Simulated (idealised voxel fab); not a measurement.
process module | voxel self aligned vias
cross-section cut | 210 nm wide | cells 5 nm
A cross-section is a grid of square cells, given in bands from the top down. A band is one or more rows of cells.
Each band's line starts with the height of the band's top and of its bottom, in nm. Then come its materials from left to right, each with its width in nm. One material with "throughout" fills the band from edge to edge. "air" is empty space.
Height 0 is the level under which the wafer as received is all one material. The lowest band goes on downwards, as in "0 down".
A width such as "30 to 40" changes by the same amount from each row of cells to the next, from the band's top row to its bottom row.
"no change" after a step means that no cell of the cross-section changed.
closed voids: empty space of 8 cells or more with no open way to the top, each as width x height at its distance from the left edge, in nm
after a step's settings: what the simulator itself notes on the step
overlay nm, on a step with a mask: how far to the right of its planned place the mask lay; to the left if negative
plan
1 op RECEIVE | material Si
2 op CONFORMAL_DEP | material SiO2 | thk nm 15
3 op CONFORMAL_DEP | material SiCN | thk nm 5
4 op DIRECTIONAL_DEP | material SiO2 | thk nm 20
5 op PATTERN | tone open | mask id LINES | material resist | width nm 20 | pitch nm 55 | thk nm 15 | overlay nm 0
6 op DIRECTIONAL_ETCH | etch materials SiO2 | depth nm 20
7 op STRIP | etch materials resist
8 op CONFORMAL_DEP | material TiN | thk nm 5
9 op FILL_DEP | material Ru | thk nm 5
10 op CMP | height nm 40
11 op SELECTIVE_ETCH | etch materials W Ru TiN | depth nm 10
12 op FILL_DEP | material SiN | thk nm 10
13 op CMP | height nm 40
14 op DIRECTIONAL_DEP | material SiO2 | thk nm 20
15 op MASKED_ETCH | tone open | mask id VIAS | width nm 40 | pitch nm 110 | etch materials SiO2 | depth nm 20 | overlay nm 0
16 op MASKED_ETCH | tone open | mask id VIAS | width nm 40 | pitch nm 110 | etch materials SiN | depth nm 10 | overlay nm 0
17 op CONFORMAL_DEP | material TiN | thk nm 5
18 op FILL_DEP | material Cu | thk nm 10
19 op CMP | height nm 60
20 op CONFORMAL_DEP | material SiCN | thk nm 5
first wafer, as planned
as received, after step 1
  0 down: Si throughout
  closed voids: none
after step 2
  15 to 0: SiO2 throughout
  below 0: unchanged
after step 3
  20 to 15: SiCN throughout
  below 15: unchanged
after step 4
  40 to 20: SiO2 throughout
  below 20: unchanged
after step 5
  55 to 40: resist 40 | air 20 | resist 35 | air 20 | resist 35 | air 20 | resist 40
  below 40: unchanged
after step 6
  55 to 40: resist 40 | air 20 | resist 35 | air 20 | resist 35 | air 20 | resist 40
  40 to 20: SiO2 40 | air 20 | SiO2 35 | air 20 | SiO2 35 | air 20 | SiO2 40
  below 20: unchanged
after step 7
  40 to 20: SiO2 40 | air 20 | SiO2 35 | air 20 | SiO2 35 | air 20 | SiO2 40
  below 20: unchanged
after step 8
  45 to 40: TiN 45 | air 10 | TiN 45 | air 10 | TiN 45 | air 10 | TiN 45
  40 to 25: SiO2 40 | TiN 5 | air 10 | TiN 5 | SiO2 35 | TiN 5 | air 10 | TiN 5 | SiO2 35 | TiN 5 | air 10 | TiN 5 | SiO2 40
  25 to 20: SiO2 40 | TiN 20 | SiO2 35 | TiN 20 | SiO2 35 | TiN 20 | SiO2 40
  below 20: unchanged
after step 9
  50 to 45: Ru throughout
  45 to 40: TiN 45 | Ru 10 | TiN 45 | Ru 10 | TiN 45 | Ru 10 | TiN 45
  40 to 25: SiO2 40 | TiN 5 | Ru 10 | TiN 5 | SiO2 35 | TiN 5 | Ru 10 | TiN 5 | SiO2 35 | TiN 5 | Ru 10 | TiN 5 | SiO2 40
  below 25: unchanged
after step 10
  40 to 25: SiO2 40 | TiN 5 | Ru 10 | TiN 5 | SiO2 35 | TiN 5 | Ru 10 | TiN 5 | SiO2 35 | TiN 5 | Ru 10 | TiN 5 | SiO2 40
  below 25: unchanged
after step 11
  40 to 30: SiO2 40 | air 20 | SiO2 35 | air 20 | SiO2 35 | air 20 | SiO2 40
  below 30: unchanged
after step 12
  50 to 40: SiN throughout
  40 to 30: SiO2 40 | SiN 20 | SiO2 35 | SiN 20 | SiO2 35 | SiN 20 | SiO2 40
  below 30: unchanged
after step 13
  40 to 30: SiO2 40 | SiN 20 | SiO2 35 | SiN 20 | SiO2 35 | SiN 20 | SiO2 40
  below 30: unchanged
after step 14
  60 to 40: SiO2 throughout
  below 40: unchanged
after step 15
  60 to 40: SiO2 30 | air 40 | SiO2 70 | air 40 | SiO2 30
  below 40: unchanged
after step 16
  60 to 40: SiO2 30 | air 40 | SiO2 70 | air 40 | SiO2 30
  40 to 30: SiO2 40 | air 20 | SiO2 35 | SiN 20 | SiO2 35 | air 20 | SiO2 40
  below 30: unchanged
after step 17
  65 to 60: TiN 35 | air 30 | TiN 80 | air 30 | TiN 35
  60 to 45: SiO2 30 | TiN 5 | air 30 | TiN 5 | SiO2 70 | TiN 5 | air 30 | TiN 5 | SiO2 30
  45 to 40: SiO2 30 | TiN 15 | air 10 | TiN 15 | SiO2 70 | TiN 15 | air 10 | TiN 15 | SiO2 30
  40 to 35: SiO2 40 | TiN 5 | air 10 | TiN 5 | SiO2 35 | SiN 20 | SiO2 35 | TiN 5 | air 10 | TiN 5 | SiO2 40
  35 to 30: SiO2 40 | TiN 20 | SiO2 35 | SiN 20 | SiO2 35 | TiN 20 | SiO2 40
  below 30: unchanged
after step 18
  75 to 65: Cu throughout
  65 to 60: TiN 35 | Cu 30 | TiN 80 | Cu 30 | TiN 35
  60 to 45: SiO2 30 | TiN 5 | Cu 30 | TiN 5 | SiO2 70 | TiN 5 | Cu 30 | TiN 5 | SiO2 30
  45 to 40: SiO2 30 | TiN 15 | Cu 10 | TiN 15 | SiO2 70 | TiN 15 | Cu 10 | TiN 15 | SiO2 30
  40 to 35: SiO2 40 | TiN 5 | Cu 10 | TiN 5 | SiO2 35 | SiN 20 | SiO2 35 | TiN 5 | Cu 10 | TiN 5 | SiO2 40
  below 35: unchanged
after step 19
  60 to 45: SiO2 30 | TiN 5 | Cu 30 | TiN 5 | SiO2 70 | TiN 5 | Cu 30 | TiN 5 | SiO2 30
  below 45: unchanged
after step 20
  65 to 60: SiCN throughout
  below 60: unchanged
second wafer: like start, like plan, one mistake. Through step 14 it matches the first wafer
when step 15 should have ended
  60 to 40: air 30 | SiO2 40 | air 70 | SiO2 40 | air 30
  below 40: unchanged
when step 16 should have ended: no change
when step 17 should have ended
  65 to 60: air 25 | TiN 50 | air 60 | TiN 50 | air 25
  60 to 45: air 25 | TiN 5 | SiO2 40 | TiN 5 | air 60 | TiN 5 | SiO2 40 | TiN 5 | air 25
  45 to 40: TiN 30 | SiO2 40 | TiN 70 | SiO2 40 | TiN 30
  below 40: unchanged
when step 18 should have ended
  75 to 65: Cu throughout
  65 to 60: Cu 25 | TiN 50 | Cu 60 | TiN 50 | Cu 25
  60 to 45: Cu 25 | TiN 5 | SiO2 40 | TiN 5 | Cu 60 | TiN 5 | SiO2 40 | TiN 5 | Cu 25
  below 45: unchanged
when step 19 should have ended
  60 to 45: Cu 25 | TiN 5 | SiO2 40 | TiN 5 | Cu 60 | TiN 5 | SiO2 40 | TiN 5 | Cu 25
  below 45: unchanged
when step 20 should have ended
  65 to 60: SiCN throughout
  below 60: unchanged
what went wrong: step 15 ran as: op MASKED_ETCH | tone cover | mask id VIAS | width nm 40 | pitch nm 110 | etch materials SiO2 | depth nm 20 | overlay nm 0
at the end the second wafer has, in cells: 22 more of Cu | 16 more of SiN | 40 fewer of SiO2 | 2 more of TiN
